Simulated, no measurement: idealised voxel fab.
The following is a process module called voxel spacer lines.
Cross-section cut: width 225 nm, square cells of 5 nm.
In what follows, cross-sections appear as grids of square cells, described through bands that run from the top down, where every band is one or more rows of cells.
Band: top and bottom heights (nm) first, top before bottom; then materials from left to right, widths in nm. "all across" marks a sole material filling the band edge to edge. "empty" denotes empty space.
Height reference: 0 = level under which incoming wafer is all one material. Lowest band: no bottom, runs on downward, e.g. "0 down".
Per-row width for "30 to 40": begins at first number (top row of band), ends at second number (bottom row), increment between rows held constant.
When a step is marked "nothing altered", none of the cells in the cross-section changed during that step.
Closed void register: empty space of 8 cells or more with no open way to the top, each as width x height at its distance from the left edge, in nm
Whatever follows a step's settings on its line is a remark the simulator itself makes about that step.
For masked steps, "overlay nm" on the step line gives how far right of plan the mask actually lay; a minus sign means it lay to the left.
-- This section lists the process steps that were planned
1 RECEIVE,material Si
2 CONFORMAL_DEP,material SiO2,thk nm 5
3 DIRECTIONAL_DEP,material polySi,thk nm 20
4 DIRECTIONAL_DEP,material aC,thk nm 25
5 PATTERN,tone cover,mask id MANDREL,material resist,width nm 15,pitch nm 60,thk nm 30,overlay nm 0
6 DIRECTIONAL_ETCH,etch materials aC,depth nm 25
7 STRIP,etch materials resist
8 CONFORMAL_DEP,material SiN,thk nm 15
9 DIRECTIONAL_ETCH,etch materials SiN,depth nm 15
10 STRIP,etch materials aC
11 DIRECTIONAL_ETCH,etch materials polySi,depth nm 20
12 STRIP,etch materials SiN
-- Shown in cross-section is the wafer as received, that is, as it stands after step 1
	0 down  Si all across
	Closed void register: none
-- Cross-section, end of module. Start: as above. Plan: as above. Execution: one mistake
	25 to 20  SiO2 all across
	20 to 0  polySi all across
	0 down  Si all across
	Closed void register: none
What was the processing mistake? a sequencing error occurred in which plan steps 2 and 3 were transposed
